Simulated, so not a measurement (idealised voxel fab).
Presented below is a process module, voxel wiring stack.
Section shown: cut. Width: 240 nm. Cell size: 5 nm, square.
Reading order for cross-sections: top band down to bottom band. Underlying form: a grid of square cells. Band size: one or more rows of cells. Look at the band entry: it leads with the top's height and the bottom's height in nm. Then it lists the materials left to right, with a width in nm for each. The word "everywhere" on a single material says that material fills the band edge to edge. The word "air" is empty space. It should be noted that heights are counted from 0, beneath which the wafer as supplied is of one material throughout, and that the lowest band possesses no lower boundary but continues downward, as written in "0..down". It should be noted that a width expressed as "30 to 40" varies in equal increments from row to row of cells within the band, taking the value of the first number at the top row and that of the second number at the bottom row. Basically "nothing different" means that step didn't change any cell in the cross-section. In "Sealed void list" the enclosed voids are listed, meaning empty spaces of 8 cells or larger without any opening to the top. The form is width x height at distance, distance from the left edge, units nm. That trailing text on a step's line, after the settings, is the simulator's own remark on the step. What "overlay nm" on a step's line means: if the step has a mask, that mask lay this far to the right of its planned place, or, when the value is negative, to the left.

[Process steps - plan]
- 1: RECEIVE (material Si)
- 2: CONFORMAL_DEP (material SiO2; thk nm 10)
- 3: DIRECTIONAL_DEP (material TiN; thk nm 5)
- 4: DIRECTIONAL_DEP (material Ru; thk nm 25)
- 5: MASKED_ETCH (tone cover; mask id METAL_1; width nm 20; pitch nm 50; etch materials Ru; depth nm 25; overlay nm 0)
- 6: MASKED_ETCH (tone cover; mask id METAL_1; width nm 20; pitch nm 50; etch materials TiN; depth nm 5; overlay nm 0)
- 7: CONFORMAL_DEP (material SiCN; thk nm 5)
- 8: FILL_DEP (material lowk; thk nm 10)
- 9: CMP (height nm 40)
- 10: CONFORMAL_DEP (material SiCN; thk nm 5)
- 11: DIRECTIONAL_DEP (material lowk; thk nm 15)
- 12: DIRECTIONAL_DEP (material aC; thk nm 15)
- 13: PATTERN (tone open; mask id PLUG_1; material resist; width nm 15; pitch nm 50; thk nm 30; overlay nm 0)
- 14: DIRECTIONAL_ETCH (etch materials aC; depth nm 15)
- 15: STRIP (etch materials resist)
- 16: DIRECTIONAL_ETCH (etch materials lowk; depth nm 15)
- 17: DIRECTIONAL_ETCH (etch materials SiCN; depth nm 5)
- 18: STRIP (etch materials aC)
- 19: EPI (material Ru; thk nm 10)
- 20: EPI (material Ru; thk nm 10)
- 21: CONFORMAL_DEP (material SiN; thk nm 5)
- 22: DIRECTIONAL_DEP (material SiO2; thk nm 25)
- 23: PATTERN (tone open; mask id METAL_2; material resist; width nm 20; pitch nm 50; thk nm 15; overlay nm 0)
- 24: DIRECTIONAL_ETCH (etch materials SiO2; depth nm 25)
- 25: DIRECTIONAL_ETCH (etch materials SiN; depth nm 5)
- 26: STRIP (etch materials resist)
- 27: CONFORMAL_DEP (material TiN; thk nm 5)
- 28: FILL_DEP (material Ru; thk nm 10)
- 29: CMP (height nm 90)
- 30: CONFORMAL_DEP (material SiCN; thk nm 5)
- 31: DIRECTIONAL_DEP (material lowk; thk nm 30)
- 32: MASKED_ETCH (tone open; mask id METAL_3; width nm 20; pitch nm 50; etch materials lowk; depth nm 15; overlay nm 0)
- 33: PATTERN (tone open; mask id METAL_3_HOLES; material resist; width nm 15; pitch nm 100; thk nm 20; overlay nm 0)
- 34: DIRECTIONAL_ETCH (etch materials lowk; depth nm 15)
- 35: DIRECTIONAL_ETCH (etch materials SiCN; depth nm 5)
- 36: STRIP (etch materials resist)
- 37: CONFORMAL_DEP (material TiN; thk nm 5)
- 38: FILL_DEP (material Ru; thk nm 10)
- 39: CMP (height nm 125)
- 40: CONFORMAL_DEP (material SiCN; thk nm 5)
- 41: DIRECTIONAL_DEP (material SiO2; thk nm 30)
- 42: DIRECTIONAL_DEP (material aC; thk nm 10)
- 43: PATTERN (tone open; mask id METAL_4; material resist; width nm 20; pitch nm 50; thk nm 30; overlay nm 0)
- 44: DIRECTIONAL_ETCH (etch materials aC; depth nm 10)
- 45: STRIP (etch materials resist)
- 46: DIRECTIONAL_ETCH (etch materials SiO2; depth nm 15)
- 47: STRIP (etch materials aC)
- 48: MASKED_ETCH (tone open; mask id METAL_4_HOLES; width nm 15; pitch nm 100; etch materials SiO2; depth nm 15; overlay nm 0)
- 49: MASKED_ETCH (tone open; mask id METAL_4_HOLES; width nm 15; pitch nm 100; etch materials SiCN; depth nm 5; overlay nm 0)
- 50: CONFORMAL_DEP (material TiN; thk nm 5)
- 51: FILL_DEP (material Cu; thk nm 5)
- 52: CMP (height nm 160)
- 53: CONFORMAL_DEP (material SiCN; thk nm 5)

[First wafer out of two, processed as planned]

[Delivered wafer in cross-section: state after step 1]
    0..down: Si everywhere
    Sealed void list: none

[Cross-section: wafer state after step 2]
    10..0: SiO2 everywhere
    below 0: unchanged

[Cross-section: wafer state after step 3]
    15..10: TiN everywhere
    below 10: unchanged

[Cross-section: wafer state after step 4]
    40..15: Ru everywhere
    below 15: unchanged

[Cross-section: wafer state after step 5]
    40..15: air: 60 / Ru: 20 / air: 30 / Ru: 20 / air: 30 / Ru: 20 / air: 60
    below 15: unchanged

[Cross-section: wafer state after step 6]
    40..15: air: 60 / Ru: 20 / air: 30 / Ru: 20 / air: 30 / Ru: 20 / air: 60
    15..10: air: 60 / TiN: 20 / air: 30 / TiN: 20 / air: 30 / TiN: 20 / air: 60
    below 10: unchanged

[Cross-section: wafer state after step 7]
    45..40: air: 55 / SiCN: 30 / air: 20 / SiCN: 30 / air: 20 / SiCN: 30 / air: 55
    40..15: air: 55 / SiCN: 5 / Ru: 20 / SiCN: 5 / air: 20 / SiCN: 5 / Ru: 20 / SiCN: 5 / air: 20 / SiCN: 5 / Ru: 20 / SiCN: 5 / air: 55
    15..10: SiCN: 60 / TiN: 20 / SiCN: 30 / TiN: 20 / SiCN: 30 / TiN: 20 / SiCN: 60
    below 10: unchanged

[Cross-section: wafer state after step 8]
    55..45: lowk everywhere
    45..40: lowk: 55 / SiCN: 30 / lowk: 20 / SiCN: 30 / lowk: 20 / SiCN: 30 / lowk: 55
    40..15: lowk: 55 / SiCN: 5 / Ru: 20 / SiCN: 5 / lowk: 20 / SiCN: 5 / Ru: 20 / SiCN: 5 / lowk: 20 / SiCN: 5 / Ru: 20 / SiCN: 5 / lowk: 55
    below 15: unchanged

[Cross-section: wafer state after step 9]
    40..15: lowk: 55 / SiCN: 5 / Ru: 20 / SiCN: 5 / lowk: 20 / SiCN: 5 / Ru: 20 / SiCN: 5 / lowk: 20 / SiCN: 5 / Ru: 20 / SiCN: 5 / lowk: 55
    below 15: unchanged

[Cross-section: wafer state after step 10]
    45..40: SiCN everywhere
    below 40: unchanged

[Cross-section: wafer state after step 11]
    60..45: lowk everywhere
    below 45: unchanged

[Cross-section: wafer state after step 12]
    75..60: aC everywhere
    below 60: unchanged

[Cross-section: wafer state after step 13]
    105..75: resist: 60 / air: 15 / resist: 35 / air: 15 / resist: 35 / air: 15 / resist: 65
    below 75: unchanged

[Cross-section: wafer state after step 14]
    90..75: resist: 60 / air: 15 / resist: 35 / air: 15 / resist: 35 / air: 15 / resist: 65
    75..60: aC: 60 / air: 15 / aC: 35 / air: 15 / aC: 35 / air: 15 / aC: 65
    below 60: unchanged

[Cross-section: wafer state after step 15]
    75..60: aC: 60 / air: 15 / aC: 35 / air: 15 / aC: 35 / air: 15 / aC: 65
    below 60: unchanged

[Cross-section: wafer state after step 16]
    75..60: aC: 60 / air: 15 / aC: 35 / air: 15 / aC: 35 / air: 15 / aC: 65
    60..45: lowk: 60 / air: 15 / lowk: 35 / air: 15 / lowk: 35 / air: 15 / lowk: 65
    below 45: unchanged

[Cross-section: wafer state after step 17]
    75..60: aC: 60 / air: 15 / aC: 35 / air: 15 / aC: 35 / air: 15 / aC: 65
    60..45: lowk: 60 / air: 15 / lowk: 35 / air: 15 / lowk: 35 / air: 15 / lowk: 65
    45..40: SiCN: 60 / air: 15 / SiCN: 35 / air: 15 / SiCN: 35 / air: 15 / SiCN: 65
    below 40: unchanged

[Cross-section: wafer state after step 18]
    60..45: lowk: 60 / air: 15 / lowk: 35 / air: 15 / lowk: 35 / air: 15 / lowk: 65
    below 45: unchanged

[Cross-section: wafer state after step 19]
    60..50: lowk: 60 / air: 15 / lowk: 35 / air: 15 / lowk: 35 / air: 15 / lowk: 65
    50..45: lowk: 60 / Ru: 15 / lowk: 35 / Ru: 15 / lowk: 35 / Ru: 15 / lowk: 65
    45..40: SiCN: 60 / Ru: 15 / SiCN: 35 / Ru: 15 / SiCN: 35 / Ru: 15 / SiCN: 65
    below 40: unchanged

[Cross-section: wafer state after step 20]
    60..45: lowk: 60 / Ru: 15 / lowk: 35 / Ru: 15 / lowk: 35 / Ru: 15 / lowk: 65
    below 45: unchanged

[Cross-section: wafer state after step 21]
    65..60: SiN everywhere
    below 60: unchanged

[Cross-section: wafer state after step 22]
    90..65: SiO2 everywhere
    below 65: unchanged

[Cross-section: wafer state after step 23]
    105..90: resist: 60 / air: 20 / resist: 30 / air: 20 / resist: 30 / air: 20 / resist: 60
    below 90: unchanged

[Cross-section: wafer state after step 24]
    105..90: resist: 60 / air: 20 / resist: 30 / air: 20 / resist: 30 / air: 20 / resist: 60
    90..65: SiO2: 60 / air: 20 / SiO2: 30 / air: 20 / SiO2: 30 / air: 20 / SiO2: 60
    below 65: unchanged

[Cross-section: wafer state after step 25]
    105..90: resist: 60 / air: 20 / resist: 30 / air: 20 / resist: 30 / air: 20 / resist: 60
    90..65: SiO2: 60 / air: 20 / SiO2: 30 / air: 20 / SiO2: 30 / air: 20 / SiO2: 60
    65..60: SiN: 60 / air: 20 / SiN: 30 / air: 20 / SiN: 30 / air: 20 / SiN: 60
    below 60: unchanged

[Cross-section: wafer state after step 26]
    90..65: SiO2: 60 / air: 20 / SiO2: 30 / air: 20 / SiO2: 30 / air: 20 / SiO2: 60
    below 65: unchanged

[Cross-section: wafer state after step 27]
    95..90: TiN: 65 / air: 10 / TiN: 40 / air: 10 / TiN: 40 / air: 10 / TiN: 65
    90..65: SiO2: 60 / TiN: 5 / air: 10 / TiN: 5 / SiO2: 30 / TiN: 5 / air: 10 / TiN: 5 / SiO2: 30 / TiN: 5 / air: 10 / TiN: 5 / SiO2: 60
    65..60: SiN: 60 / TiN: 20 / SiN: 30 / TiN: 20 / SiN: 30 / TiN: 20 / SiN: 60
    below 60: unchanged

[Cross-section: wafer state after step 28]
    105..95: Ru everywhere
    95..90: TiN: 65 / Ru: 10 / TiN: 40 / Ru: 10 / TiN: 40 / Ru: 10 / TiN: 65
    90..65: SiO2: 60 / TiN: 5 / Ru: 10 / TiN: 5 / SiO2: 30 / TiN: 5 / Ru: 10 / TiN: 5 / SiO2: 30 / TiN: 5 / Ru: 10 / TiN: 5 / SiO2: 60
    below 65: unchanged

[Cross-section: wafer state after step 29]
    90..65: SiO2: 60 / TiN: 5 / Ru: 10 / TiN: 5 / SiO2: 30 / TiN: 5 / Ru: 10 / TiN: 5 / SiO2: 30 / TiN: 5 / Ru: 10 / TiN: 5 / SiO2: 60
    below 65: unchanged

[Cross-section: wafer state after step 30]
    95..90: SiCN everywhere
    below 90: unchanged

[Cross-section: wafer state after step 31]
    125..95: lowk everywhere
    below 95: unchanged

[Cross-section: wafer state after step 32]
    125..110: lowk: 60 / air: 20 / lowk: 30 / air: 20 / lowk: 30 / air: 20 / lowk: 60
    below 110: unchanged

[Cross-section: wafer state after step 33]
    145..125: resist: 60 / air: 15 / resist: 85 / air: 15 / resist: 65
    125..110: lowk: 60 / air: 15 / resist: 5 / lowk: 30 / resist: 20 / lowk: 30 / air: 15 / resist: 5 / lowk: 60
    below 110: unchanged

[Cross-section: wafer state after step 34]
    145..125: resist: 60 / air: 15 / resist: 85 / air: 15 / resist: 65
    125..110: lowk: 60 / air: 15 / resist: 5 / lowk: 30 / resist: 20 / lowk: 30 / air: 15 / resist: 5 / lowk: 60
    110..95: lowk: 60 / air: 15 / lowk: 85 / air: 15 / lowk: 65
    below 95: unchanged

[Cross-section: wafer state after step 35]
    145..125: resist: 60 / air: 15 / resist: 85 / air: 15 / resist: 65
    125..110: lowk: 60 / air: 15 / resist: 5 / lowk: 30 / resist: 20 / lowk: 30 / air: 15 / resist: 5 / lowk: 60
    110..95: lowk: 60 / air: 15 / lowk: 85 / air: 15 / lowk: 65
    95..90: SiCN: 60 / air: 15 / SiCN: 85 / air: 15 / SiCN: 65
    below 90: unchanged

[Cross-section: wafer state after step 36]
    125..110: lowk: 60 / air: 20 / lowk: 30 / air: 20 / lowk: 30 / air: 20 / lowk: 60
    below 110: unchanged

[Cross-section: wafer state after step 37]
    130..125: TiN: 65 / air: 10 / TiN: 40 / air: 10 / TiN: 40 / air: 10 / TiN: 65
    125..115: lowk: 60 / TiN: 5 / air: 10 / TiN: 5 / lowk: 30 / TiN: 5 / air: 10 / TiN: 5 / lowk: 30 / TiN: 5 / air: 10 / TiN: 5 / lowk: 60
    115..110: lowk: 60 / TiN: 5 / air: 5 / TiN: 10 / lowk: 30 / TiN: 20 / lowk: 30 / TiN: 5 / air: 5 / TiN: 10 / lowk: 60
    110..95: lowk: 60 / TiN: 5 / air: 5 / TiN: 5 / lowk: 85 / TiN: 5 / air: 5 / TiN: 5 / lowk: 65
    95..90: SiCN: 60 / TiN: 15 / SiCN: 85 / TiN: 15 / SiCN: 65
    below 90: unchanged

[Cross-section: wafer state after step 38]
    140..130: Ru everywhere
    130..125: TiN: 65 / Ru: 10 / TiN: 40 / Ru: 10 / TiN: 40 / Ru: 10 / TiN: 65
    125..115: lowk: 60 / TiN: 5 / Ru: 10 / TiN: 5 / lowk: 30 / TiN: 5 / Ru: 10 / TiN: 5 / lowk: 30 / TiN: 5 / Ru: 10 / TiN: 5 / lowk: 60
    115..110: lowk: 60 / TiN: 5 / Ru: 5 / TiN: 10 / lowk: 30 / TiN: 20 / lowk: 30 / TiN: 5 / Ru: 5 / TiN: 10 / lowk: 60
    110..95: lowk: 60 / TiN: 5 / Ru: 5 / TiN: 5 / lowk: 85 / TiN: 5 / Ru: 5 / TiN: 5 / lowk: 65
    below 95: unchanged

[Cross-section: wafer state after step 39]
    125..115: lowk: 60 / TiN: 5 / Ru: 10 / TiN: 5 / lowk: 30 / TiN: 5 / Ru: 10 / TiN: 5 / lowk: 30 / TiN: 5 / Ru: 10 / TiN: 5 / lowk: 60
    below 115: unchanged

[Cross-section: wafer state after step 40]
    130..125: SiCN everywhere
    below 125: unchanged

[Cross-section: wafer state after step 41]
    160..130: SiO2 everywhere
    below 130: unchanged

[Cross-section: wafer state after step 42]
    170..160: aC everywhere
    below 160: unchanged

[Cross-section: wafer state after step 43]
    200..170: resist: 60 / air: 20 / resist: 30 / air: 20 / resist: 30 / air: 20 / resist: 60
    below 170: unchanged

[Cross-section: wafer state after step 44]
    190..170: resist: 60 / air: 20 / resist: 30 / air: 20 / resist: 30 / air: 20 / resist: 60
    170..160: aC: 60 / air: 20 / aC: 30 / air: 20 / aC: 30 / air: 20 / aC: 60
    below 160: unchanged

[Cross-section: wafer state after step 45]
    170..160: aC: 60 / air: 20 / aC: 30 / air: 20 / aC: 30 / air: 20 / aC: 60
    below 160: unchanged

[Cross-section: wafer state after step 46]
    170..160: aC: 60 / air: 20 / aC: 30 / air: 20 / aC: 30 / air: 20 / aC: 60
    160..145: SiO2: 60 / air: 20 / SiO2: 30 / air: 20 / SiO2: 30 / air: 20 / SiO2: 60
    below 145: unchanged

[Cross-section: wafer state after step 47]
    160..145: SiO2: 60 / air: 20 / SiO2: 30 / air: 20 / SiO2: 30 / air: 20 / SiO2: 60
    below 145: unchanged

[Cross-section: wafer state after step 48]
    160..145: SiO2: 60 / air: 20 / SiO2: 30 / air: 20 / SiO2: 30 / air: 20 / SiO2: 60
    145..130: SiO2: 60 / air: 15 / SiO2: 85 / air: 15 / SiO2: 65
    below 130: unchanged

[Cross-section: wafer state after step 49]
    160..145: SiO2: 60 / air: 20 / SiO2: 30 / air: 20 / SiO2: 30 / air: 20 / SiO2: 60
    145..130: SiO2: 60 / air: 15 / SiO2: 85 / air: 15 / SiO2: 65
    130..125: SiCN: 60 / air: 15 / SiCN: 85 / air: 15 / SiCN: 65
    below 125: unchanged

[Cross-section: wafer state after step 50]
    165..160: TiN: 65 / air: 10 / TiN: 40 / air: 10 / TiN: 40 / air: 10 / TiN: 65
    160..150: SiO2: 60 / TiN: 5 / air: 10 / TiN: 5 / SiO2: 30 / TiN: 5 / air: 10 / TiN: 5 / SiO2: 30 / TiN: 5 / air: 10 / TiN: 5 / SiO2: 60
    150..145: SiO2: 60 / TiN: 5 / air: 5 / TiN: 10 / SiO2: 30 / TiN: 20 / SiO2: 30 / TiN: 5 / air: 5 / TiN: 10 / SiO2: 60
    145..130: SiO2: 60 / TiN: 5 / air: 5 / TiN: 5 / SiO2: 85 / TiN: 5 / air: 5 / TiN: 5 / SiO2: 65
    130..125: SiCN: 60 / TiN: 15 / SiCN: 85 / TiN: 15 / SiCN: 65
    below 125: unchanged

[Cross-section: wafer state after step 51]
    170..165: Cu everywhere
    165..160: TiN: 65 / Cu: 10 / TiN: 40 / Cu: 10 / TiN: 40 / Cu: 10 / TiN: 65
    160..150: SiO2: 60 / TiN: 5 / Cu: 10 / TiN: 5 / SiO2: 30 / TiN: 5 / Cu: 10 / TiN: 5 / SiO2: 30 / TiN: 5 / Cu: 10 / TiN: 5 / SiO2: 60
    150..145: SiO2: 60 / TiN: 5 / Cu: 5 / TiN: 10 / SiO2: 30 / TiN: 20 / SiO2: 30 / TiN: 5 / Cu: 5 / TiN: 10 / SiO2: 60
    145..130: SiO2: 60 / TiN: 5 / Cu: 5 / TiN: 5 / SiO2: 85 / TiN: 5 / Cu: 5 / TiN: 5 / SiO2: 65
    below 130: unchanged

[Cross-section: wafer state after step 52]
    160..150: SiO2: 60 / TiN: 5 / Cu: 10 / TiN: 5 / SiO2: 30 / TiN: 5 / Cu: 10 / TiN: 5 / SiO2: 30 / TiN: 5 / Cu: 10 / TiN: 5 / SiO2: 60
    below 150: unchanged

[Cross-section: wafer state after step 53]
    165..160: SiCN everywhere
    below 160: unchanged

[Wafer two: like wafer one in start and plan, but with one mistake in execution; identical up to and including step 42]

[Here is the second wafer in cross-section at the point where step 43 of the plan should have been done]
    200..170: resist: 50 / air: 20 / resist: 30 / air: 20 / resist: 30 / air: 20 / resist: 70
    below 170: unchanged

[Here is the second wafer in cross-section at the point where step 44 of the plan should have been done]
    190..170: resist: 50 / air: 20 / resist: 30 / air: 20 / resist: 30 / air: 20 / resist: 70
    170..160: aC: 50 / air: 20 / aC: 30 / air: 20 / aC: 30 / air: 20 / aC: 70
    below 160: unchanged

[Here is the second wafer in cross-section at the point where step 45 of the plan should have been done]
    170..160: aC: 50 / air: 20 / aC: 30 / air: 20 / aC: 30 / air: 20 / aC: 70
    below 160: unchanged

[Here is the second wafer in cross-section at the point where step 46 of the plan should have been done]
    170..160: aC: 50 / air: 20 / aC: 30 / air: 20 / aC: 30 / air: 20 / aC: 70
    160..145: SiO2: 50 / air: 20 / SiO2: 30 / air: 20 / SiO2: 30 / air: 20 / SiO2: 70
    below 145: unchanged

[Here is the second wafer in cross-section at the point where step 47 of the plan should have been done]
    160..145: SiO2: 50 / air: 20 / SiO2: 30 / air: 20 / SiO2: 30 / air: 20 / SiO2: 70
    below 145: unchanged

[Here is the second wafer in cross-section at the point where step 48 of the plan should have been done]
    160..145: SiO2: 50 / air: 25 / SiO2: 25 / air: 20 / SiO2: 30 / air: 25 / SiO2: 65
    145..130: SiO2: 60 / air: 10 / SiO2: 90 / air: 10 / SiO2: 70
    below 130: unchanged

[Here is the second wafer in cross-section at the point where step 49 of the plan should have been done]
    160..145: SiO2: 50 / air: 25 / SiO2: 25 / air: 20 / SiO2: 30 / air: 25 / SiO2: 65
    145..130: SiO2: 60 / air: 10 / SiO2: 90 / air: 10 / SiO2: 70
    130..125: SiCN: 60 / air: 10 / SiCN: 90 / air: 10 / SiCN: 70
    below 125: unchanged

[Here is the second wafer in cross-section at the point where step 50 of the plan should have been done]
    165..160: TiN: 55 / air: 15 / TiN: 35 / air: 10 / TiN: 40 / air: 15 / TiN: 70
    160..150: SiO2: 50 / TiN: 5 / air: 15 / TiN: 5 / SiO2: 25 / TiN: 5 / air: 10 / TiN: 5 / SiO2: 30 / TiN: 5 / air: 15 / TiN: 5 / SiO2: 65
    150..145: SiO2: 50 / TiN: 25 / SiO2: 25 / TiN: 20 / SiO2: 30 / TiN: 25 / SiO2: 65
    145..130: SiO2: 60 / TiN: 10 / SiO2: 90 / TiN: 10 / SiO2: 70
    130..125: SiCN: 60 / TiN: 10 / SiCN: 90 / TiN: 10 / SiCN: 70
    below 125: unchanged

[Here is the second wafer in cross-section at the point where step 51 of the plan should have been done]
    170..165: Cu everywhere
    165..160: TiN: 55 / Cu: 15 / TiN: 35 / Cu: 10 / TiN: 40 / Cu: 15 / TiN: 70
    160..150: SiO2: 50 / TiN: 5 / Cu: 15 / TiN: 5 / SiO2: 25 / TiN: 5 / Cu: 10 / TiN: 5 / SiO2: 30 / TiN: 5 / Cu: 15 / TiN: 5 / SiO2: 65
    below 150: unchanged

[Here is the second wafer in cross-section at the point where step 52 of the plan should have been done]
    160..150: SiO2: 50 / TiN: 5 / Cu: 15 / TiN: 5 / SiO2: 25 / TiN: 5 / Cu: 10 / TiN: 5 / SiO2: 30 / TiN: 5 / Cu: 15 / TiN: 5 / SiO2: 65
    below 150: unchanged

[Here is the second wafer in cross-section at the point where step 53 of the plan should have been done]
    165..160: SiCN everywhere
    below 160: unchanged
What broke from the plan during processing? heads up, step 43 didn't go per plan, it actually ran as PATTERN (tone open; mask id METAL_4; material resist; width nm 20; pitch nm 50; thk nm 30; overlay nm -10)
Wrapping up, a cell-based count of both wafers puts the second over or under the first for these materials: 4 fewer of Cu, 2 more of SiCN, 2 more of TiN
